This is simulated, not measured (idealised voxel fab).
Module name: voxel tone inversion (process module)
We display cut, a cross-section 160 nm in width whose square cells are each 5 nm.
If you're reading a cross-section in this doc, picture square cells in a grid; it comes to you as bands, top ones listed first down to the bottom, and a band can be one or more rows of cells.
This entry defines a band. It first specifies the height of the band's top and the height of its bottom in nm, and then specifies the band's materials from left to right, stating each material with its width in nm. The word "everywhere" identifies a single material that fills the band from edge to edge, while the word "empty" identifies empty space.
Zero point of the height axis is 0; under it, received wafer = one material. Lowest band: continues down indefinitely, "0..down".
The expression "30->40" gives the width at the extremes of the band, the first number at its top row of cells and the second at its bottom row, with the width changing by equal amounts from each row to the next in between.
Given "all unchanged" for a step, no cell of the cross-section differs between before and after that step.
"Enclosed void entries" enumerates empty spaces isolated from the top, with no open way to it, that contain at least 8 cells, giving each as width x height at distance from the left edge, all three in nm.
Past the settings on a step's line: simulator remark, on that step.
Steps that use a mask can have "overlay nm" on their line. It says how far the mask sat to the right of where it was meant to be. Negative means to the left.

### The following list gives the planned process steps
1,RECEIVE with material Si
2,CONFORMAL_DEP with material SiN, thk nm 10
3,DIRECTIONAL_DEP with material aC, thk nm 15
4,PATTERN with tone cover, mask id POSTS, material resist, width nm 15, pitch nm 40, thk nm 20, overlay nm 0
5,DIRECTIONAL_ETCH with etch materials aC, depth nm 15
6,STRIP with etch materials resist
7,FILL_DEP with material SiO2, thk nm 5
8,CMP with height nm 25
9,STRIP with etch materials aC

### Wafer cross-section on receipt, i.e. after step 1
	0..down = Si everywhere
	Enclosed void entries: none

### End-of-module XS, first of two wafers, run as planned
	25..10 = SiO2=30 / empty=15 / SiO2=25 / empty=15 / SiO2=25 / empty=15 / SiO2=35
	10..0 = SiN everywhere
	0..down = Si everywhere
	Enclosed void entries: none

### Second wafer of the two, sectioned at the end of the module. It began like the first and followed the same plan, but one mistake was made while running it
	25..10 = SiO2=30 / empty=20 / SiO2=20 / empty=20 / SiO2=20 / empty=20 / SiO2=30
	10..0 = SiN everywhere
	0..down = Si everywhere
	Enclosed void entries: none
Processing error: step 4 was processed under conditions differing from the plan, specifically as PATTERN with tone cover, mask id POSTS, material resist, width nm 20, pitch nm 40, thk nm 20, overlay nm 0
at the end the second wafer has, in cells: 9 fewer of SiO2
